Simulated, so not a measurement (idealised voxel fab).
Name of the process module below: voxel air gaps
Xsec cut, 175 nm wide, square cell size 5 nm.
A cross-section is a grid of square cells, given in bands from the top down. A band is one or more rows of cells.
Basically the band line says how high the top is and how high the bottom is, in nm, and then what's in it from left to right, every material with its width in nm. Empty space shows up as "air", and if a single material carries "everywhere" it runs the full band edge to edge.
A quick word on heights: they are counted from 0, and under that level the wafer as it came to us is one material throughout. The lowest band is different from the rest in having no bottom; it simply continues downward, written as in "0..down".
The expression "30..40" gives the width at the extremes of the band, the first number at its top row of cells and the second at its bottom row, with the width changing by equal amounts from each row to the next in between.
For the purposes of this document, the phrase "nothing different" attached to a step denotes that no cell within the cross-section was modified by that step.
Look at "Closed void table" for the closed voids: empty spaces with no open path to the top, sized 8 cells or up. Each is width x height at distance, distance from the left edge, all nm.
Note: text after step settings on the step line = simulator remark on that step.
"overlay nm" on a masked step: distance the mask lay right of its planned place, negative for left.

LIST OF PLANNED PROCESS STEPS
1) RECEIVE with material Si
2) CONFORMAL_DEP with material SiO2, thk nm 10
3) CONFORMAL_DEP with material SiN, thk nm 5
4) DIRECTIONAL_DEP with material lowk, thk nm 40
5) PATTERN with tone open, mask id LINES, material resist, width nm 20, pitch nm 45, thk nm 20, overlay nm 0
6) DIRECTIONAL_ETCH with etch materials lowk, depth nm 40
7) STRIP with etch materials resist
8) CONFORMAL_DEP with material TiN, thk nm 5
9) FILL_DEP with material Cu, thk nm 10
10) CMP with height nm 55
11) EPI with material Ru, thk nm 10
12) SELECTIVE_ETCH with etch materials lowk, depth nm 50
13) CONFORMAL_DEP with material SiN, thk nm 5

THE CROSS-SECTION HERE SHOWS THE WAFER AS RECEIVED, I.E. IN ITS STATE AFTER STEP 1
  0..down: Si everywhere
  Closed void table: none

END-OF-MODULE XS, FIRST OF TWO WAFERS, RUN AS PLANNED
  70..65: air 15 nm; SiN 140 nm; air 20 nm
  65..55: air 15 nm; SiN 5 nm; Ru 40 nm; SiN 5 nm; Ru 40 nm; SiN 5 nm; Ru 40 nm; SiN 5 nm; air 20 nm
  55..50: air 15 nm; SiN 15 nm; TiN 5 nm; Cu 10 nm; TiN 5 nm; SiN 25 nm; TiN 5 nm; Cu 10 nm; TiN 5 nm; SiN 25 nm; TiN 5 nm; Cu 10 nm; TiN 5 nm; SiN 15 nm; air 20 nm
  50..20: air 25 nm; SiN 5 nm; TiN 5 nm; Cu 10 nm; TiN 5 nm; SiN 5 nm; air 15 nm; SiN 5 nm; TiN 5 nm; Cu 10 nm; TiN 5 nm; SiN 5 nm; air 15 nm; SiN 5 nm; TiN 5 nm; Cu 10 nm; TiN 5 nm; SiN 5 nm; air 30 nm
  20..15: SiN 30 nm; TiN 20 nm; SiN 25 nm; TiN 20 nm; SiN 25 nm; TiN 20 nm; SiN 35 nm
  15..10: SiN everywhere
  10..0: SiO2 everywhere
  0..down: Si everywhere
  Closed void table: 15 x 30 at 55; 15 x 30 at 100

THIS CROSS-SECTION BELONGS TO THE SECOND WAFER OF TWO AT THE END OF THE MODULE; THE START AND THE PLAN WERE SHARED WITH THE FIRST, AND THE RUN INCLUDED ONE MISTAKE
  80..75: air 5 nm; SiN 160 nm; air 10 nm
  75..55: air 5 nm; SiN 5 nm; Ru 150 nm; SiN 5 nm; air 10 nm
  55..50: air 5 nm; SiN 25 nm; TiN 5 nm; Cu 10 nm; TiN 5 nm; lowk 25 nm; TiN 5 nm; Cu 10 nm; TiN 5 nm; lowk 25 nm; TiN 5 nm; Cu 10 nm; TiN 5 nm; SiN 25 nm; air 10 nm
  50..20: air 25 nm; SiN 5 nm; TiN 5 nm; Cu 10 nm; TiN 5 nm; lowk 25 nm; TiN 5 nm; Cu 10 nm; TiN 5 nm; lowk 25 nm; TiN 5 nm; Cu 10 nm; TiN 5 nm; SiN 5 nm; air 30 nm
  20..15: SiN 30 nm; TiN 20 nm; lowk 25 nm; TiN 20 nm; lowk 25 nm; TiN 20 nm; SiN 35 nm
  15..10: SiN everywhere
  10..0: SiO2 everywhere
  0..down: Si everywhere
  Closed void table: none
The plan and the run diverged here: plan step 11 ran twice
FYI, end of process, the second wafer has more or fewer cells of some materials than the first: Ru +72; SiN -36; lowk +80
The second wafer ends with 0 closed voids, and the first wafer ends with 2.
